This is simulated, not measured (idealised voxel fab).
Documented hereafter: the process module known as voxel released beams.
We display cut, a cross-section 270 nm in width whose square cells are each 5 nm.
A cross-section is a grid of square cells, given in bands from the top down. A band is one or more rows of cells.
Heights first: top, then bottom, in nm. Then materials, left to right, each with a width in nm. "all across" on a single material: fills the band edge to edge. "empty": empty space.
A quick word on heights: they are counted from 0, and under that level the wafer as it came to us is one material throughout. The lowest band is different from the rest in having no bottom; it simply continues downward, written as in "from 0 down".
Width spec "30 to 40" -> top row of cells at first value, bottom row at second value, equal per-row change in between.
Reading "all unchanged" for a step: not a cell of the cross-section changed in it.
Closed-off voids of 8+ cells (no open route to the top) go in "Unvented cavities", written width x height at distance from the left edge, in nm.
What comes after the settings on a step's line is commentary from the simulator itself on that step.
If you see "overlay nm" on a step's line and that step has a mask, it's telling you how far right of where it was planned the mask ended up; a negative number means it went left instead.
Structure of the following material. The material consists of pairs of cross-sections. Each pair comprises the cross-section before one process step and the cross-section after that step, the latter shown only down to the lowest band that changed. The step between the cross-sections is specified beneath each pair, including its settings. Pairs are not necessarily consecutive: they may derive from different runs of this module performed on the same starting wafer. Continuity with the pair above is to be assumed only where the entry headed "Snapshot before" of the pair in question states it.

Snapshot before:
  from 0 down | Si all across
  Unvented cavities: none

After:
  from 10 to 0 | Al2O3 all across
  Below 0, no change.
  Unvented cavities: none
For reference, the processing step occurring between the two cross-sections presented above is as follows: CONFORMAL_DEP with material Al2O3, thk nm 10

Snapshot before: this step begins from the cross-section that the pair just above shows after its step.

After:
  from 25 to 10 | SiO2 all across
  Below 10, no change.
  Unvented cavities: none
For reference, the processing step occurring between the two cross-sections presented above is as follows: DIRECTIONAL_DEP with material SiO2, thk nm 15

Snapshot before: this step begins from the cross-section that the pair just above shows after its step.

After:
  from 25 to 10 | 80 SiO2, 30 empty, 160 SiO2
  Below 10, no change.
  Unvented cavities: none
For reference, the processing step occurring between the two cross-sections presented above is as follows: MASKED_ETCH with tone open, mask id ANCHOR, width nm 30, etch materials SiO2, depth nm 15, overlay nm 0

Snapshot before: this step begins from the cross-section that the pair just above shows after its step.

After:
  from 35 to 25 | 90 polySi, 10 empty, 170 polySi
  from 25 to 20 | 80 SiO2, 10 polySi, 10 empty, 10 polySi, 160 SiO2
  from 20 to 10 | 80 SiO2, 30 polySi, 160 SiO2
  Below 10, no change.
  Unvented cavities: none
For reference, the processing step occurring between the two cross-sections presented above is as follows: CONFORMAL_DEP with material polySi, thk nm 10

Snapshot before: this step begins from the cross-section that the pair just above shows after its step.

After:
  from 35 to 25 | 75 empty, 15 polySi, 10 empty, 90 polySi, 80 empty
  Below 25, no change.
  Unvented cavities: none
For reference, the processing step occurring between the two cross-sections presented above is as follows: MASKED_ETCH with tone cover, mask id BEAM, width nm 115, etch materials polySi, depth nm 10, overlay nm 0

Snapshot before: this step begins from the cross-section that the pair just above shows after its step.

After:
  from 35 to 25 | 75 empty, 15 polySi, 10 empty, 90 polySi, 80 empty
  from 25 to 20 | 80 empty, 10 polySi, 10 empty, 10 polySi, 160 empty
  from 20 to 10 | 80 empty, 30 polySi, 160 empty
  Below 10, no change.
  Unvented cavities: none
For reference, the processing step occurring between the two cross-sections presented above is as follows: STRIP with etch materials SiO2

Snapshot before:
  from 10 to 0 | Al2O3 all across
  from 0 down | Si all across
  Unvented cavities: none

After:
  from 20 to 10 | polySi all across
  Below 10, no change.
  Unvented cavities: none
For reference, the processing step occurring between the two cross-sections presented above is as follows: CONFORMAL_DEP with material polySi, thk nm 10

Snapshot before: this step begins from the cross-section that the pair just above shows after its step.

After:
  from 20 to 10 | 75 empty, 115 polySi, 80 empty
  Below 10, no change.
  Unvented cavities: none
For reference, the processing step occurring between the two cross-sections presented above is as follows: MASKED_ETCH with tone cover, mask id BEAM, width nm 115, etch materials polySi, depth nm 10, overlay nm 0

Snapshot before:
  from 0 down | Si all across
  Unvented cavities: none

After:
  from 15 to 0 | SiO2 all across
  Below 0, no change.
  Unvented cavities: none
For reference, the processing step occurring between the two cross-sections presented above is as follows: DIRECTIONAL_DEP with material SiO2, thk nm 15

Snapshot before: this step begins from the cross-section that the pair just above shows after its step.

After:
  from 25 to 15 | Al2O3 all across
  Below 15, no change.
  Unvented cavities: none
For reference, the processing step occurring between the two cross-sections presented above is as follows: CONFORMAL_DEP with material Al2O3, thk nm 10

Snapshot before: this step begins from the cross-section that the pair just above shows after its step.

After:
  from 35 to 25 | polySi all across
  Below 25, no change.
  Unvented cavities: none
For reference, the processing step occurring between the two cross-sections presented above is as follows: CONFORMAL_DEP with material polySi, thk nm 10

Snapshot before: this step begins from the cross-section that the pair just above shows after its step.

After:
  from 35 to 25 | 75 empty, 115 polySi, 80 empty
  Below 25, no change.
  Unvented cavities: none
For reference, the processing step occurring between the two cross-sections presented above is as follows: MASKED_ETCH with tone cover, mask id BEAM, width nm 115, etch materials polySi, depth nm 10, overlay nm 0

Snapshot before:
  from 0 down | Si all across
  Unvented cavities: none

After:
  from 5 to 0 | Al2O3 all across
  Below 0, no change.
  Unvented cavities: none
For reference, the processing step occurring between the two cross-sections presented above is as follows: CONFORMAL_DEP with material Al2O3, thk nm 5

Snapshot before: this step begins from the cross-section that the pair just above shows after its step.

After:
  from 20 to 5 | SiO2 all across
  Below 5, no change.
  Unvented cavities: none
For reference, the processing step occurring between the two cross-sections presented above is as follows: DIRECTIONAL_DEP with material SiO2, thk nm 15

Snapshot before: this step begins from the cross-section that the pair just above shows after its step.

After:
  from 20 to 5 | 80 SiO2, 30 empty, 160 SiO2
  Below 5, no change.
  Unvented cavities: none
For reference, the processing step occurring between the two cross-sections presented above is as follows: MASKED_ETCH with tone open, mask id ANCHOR, width nm 30, etch materials SiO2, depth nm 15, overlay nm 0

Snapshot before: this step begins from the cross-section that the pair just above shows after its step.

After:
  from 30 to 20 | 90 polySi, 10 empty, 170 polySi
  from 20 to 15 | 80 SiO2, 10 polySi, 10 empty, 10 polySi, 160 SiO2
  from 15 to 5 | 80 SiO2, 30 polySi, 160 SiO2
  Below 5, no change.
  Unvented cavities: none
For reference, the processing step occurring between the two cross-sections presented above is as follows: CONFORMAL_DEP with material polySi, thk nm 10

Snapshot before: this step begins from the cross-section that the pair just above shows after its step.

After:
  from 30 to 20 | 75 empty, 15 polySi, 10 empty, 90 polySi, 80 empty
  Below 20, no change.
  Unvented cavities: none
For reference, the processing step occurring between the two cross-sections presented above is as follows: MASKED_ETCH with tone cover, mask id BEAM, width nm 115, etch materials polySi, depth nm 10, overlay nm 0

Snapshot before: this step begins from the cross-section that the pair just above shows after its step.

After:
  from 30 to 20 | 75 empty, 15 polySi, 10 empty, 90 polySi, 80 empty
  from 20 to 15 | 80 empty, 10 polySi, 10 empty, 10 polySi, 160 empty
  from 15 to 5 | 80 empty, 30 polySi, 160 empty
  Below 5, no change.
  Unvented cavities: none
For reference, the processing step occurring between the two cross-sections presented above is as follows: STRIP with etch materials SiO2

Snapshot before:
  from 35 to 25 | 90 polySi, 10 empty, 170 polySi
  from 25 to 20 | 80 SiO2, 10 polySi, 10 empty, 10 polySi, 160 SiO2
  from 20 to 10 | 80 SiO2, 30 polySi, 160 SiO2
  from 10 to 0 | Al2O3 all across
  from 0 down | Si all across
  Unvented cavities: none

After:
  from 35 to 25 | 75 empty, 15 polySi, 10 empty, 95 polySi, 75 empty
  Below 25, no change.
  Unvented cavities: none
For reference, the processing step occurring between the two cross-sections presented above is as follows: MASKED_ETCH with tone cover, mask id BEAM, width nm 120, etch materials polySi, depth nm 10, overlay nm 0

Snapshot before: this step begins from the cross-section that the pair just above shows after its step.

After:
  from 35 to 25 | 75 empty, 15 polySi, 10 empty, 95 polySi, 75 empty
  from 25 to 20 | 80 empty, 10 polySi, 10 empty, 10 polySi, 160 empty
  from 20 to 10 | 80 empty, 30 polySi, 160 empty
  Below 10, no change.
  Unvented cavities: none
For reference, the processing step occurring between the two cross-sections presented above is as follows: STRIP with etch materials SiO2

Snapshot before:
  from 25 to 10 | SiO2 all across
  from 10 to 0 | Al2O3 all across
  from 0 down | Si all across
  Unvented cavities: none

After:
  from 25 to 10 | 85 SiO2, 30 empty, 155 SiO2
  Below 10, no change.
  Unvented cavities: none
For reference, the processing step occurring between the two cross-sections presented above is as follows: MASKED_ETCH with tone open, mask id ANCHOR, width nm 30, etch materials SiO2, depth nm 15, overlay nm 5

Snapshot before: this step begins from the cross-section that the pair just above shows after its step.

After:
  from 35 to 25 | 95 polySi, 10 empty, 165 polySi
  from 25 to 20 | 85 SiO2, 10 polySi, 10 empty, 10 polySi, 155 SiO2
  from 20 to 10 | 85 SiO2, 30 polySi, 155 SiO2
  Below 10, no change.
  Unvented cavities: none
For reference, the processing step occurring between the two cross-sections presented above is as follows: CONFORMAL_DEP with material polySi, thk nm 10

Snapshot before: this step begins from the cross-section that the pair just above shows after its step.

After:
  from 35 to 25 | 75 empty, 20 polySi, 10 empty, 85 polySi, 80 empty
  Below 25, no change.
  Unvented cavities: none
For reference, the processing step occurring between the two cross-sections presented above is as follows: MASKED_ETCH with tone cover, mask id BEAM, width nm 115, etch materials polySi, depth nm 10, overlay nm 0

Snapshot before: this step begins from the cross-section that the pair just above shows after its step.

After:
  from 35 to 25 | 75 empty, 20 polySi, 10 empty, 85 polySi, 80 empty
  from 25 to 20 | 85 empty, 10 polySi, 10 empty, 10 polySi, 155 empty
  from 20 to 10 | 85 empty, 30 polySi, 155 empty
  Below 10, no change.
  Unvented cavities: none
For reference, the processing step occurring between the two cross-sections presented above is as follows: STRIP with etch materials SiO2

Snapshot before:
  from 10 to 0 | Al2O3 all across
  from 0 down | Si all across
  Unvented cavities: none

After:
  from 25 to 0 | Al2O3 all across
  Below 0, no change.
  Unvented cavities: none
For reference, the processing step occurring between the two cross-sections presented above is as follows: DIRECTIONAL_DEP with material Al2O3, thk nm 15

Snapshot before: this step begins from the cross-section that the pair just above shows after its step.

After:
  from 35 to 25 | polySi all across
  Below 25, no change.
  Unvented cavities: none
For reference, the processing step occurring between the two cross-sections presented above is as follows: CONFORMAL_DEP with material polySi, thk nm 10

Snapshot before: this step begins from the cross-section that the pair just above shows after its step.

After:
  from 35 to 25 | 75 empty, 115 polySi, 80 empty
  Below 25, no change.
  Unvented cavities: none
For reference, the processing step occurring between the two cross-sections presented above is as follows: MASKED_ETCH with tone cover, mask id BEAM, width nm 115, etch materials polySi, depth nm 10, overlay nm 0

Snapshot before:
  from 25 to 10 | SiO2 all across
  from 10 to 0 | Al2O3 all across
  from 0 down | Si all across
  Unvented cavities: none

After:
  from 25 to 10 | 80 empty, 30 SiO2, 160 empty
  Below 10, no change.
  Unvented cavities: none
For reference, the processing step occurring between the two cross-sections presented above is as follows: MASKED_ETCH with tone cover, mask id ANCHOR, width nm 30, etch materials SiO2, depth nm 15, overlay nm 0

Snapshot before: this step begins from the cross-section that the pair just above shows after its step.

After:
  from 35 to 25 | 70 empty, 50 polySi, 150 empty
  from 25 to 20 | 70 empty, 10 polySi, 30 SiO2, 10 polySi, 150 empty
  from 20 to 10 | 80 polySi, 30 SiO2, 160 polySi
  Below 10, no change.
  Unvented cavities: none
For reference, the processing step occurring between the two cross-sections presented above is as follows: CONFORMAL_DEP with material polySi, thk nm 10

Snapshot before: this step begins from the cross-section that the pair just above shows after its step.

After:
  from 35 to 25 | 75 empty, 45 polySi, 150 empty
  from 25 to 20 | 70 empty, 10 polySi, 30 SiO2, 10 polySi, 150 empty
  from 20 to 10 | 70 empty, 10 polySi, 30 SiO2, 80 polySi, 80 empty
  Below 10, no change.
  Unvented cavities: none
For reference, the processing step occurring between the two cross-sections presented above is as follows: MASKED_ETCH with tone cover, mask id BEAM, width nm 115, etch materials polySi, depth nm 10, overlay nm 0
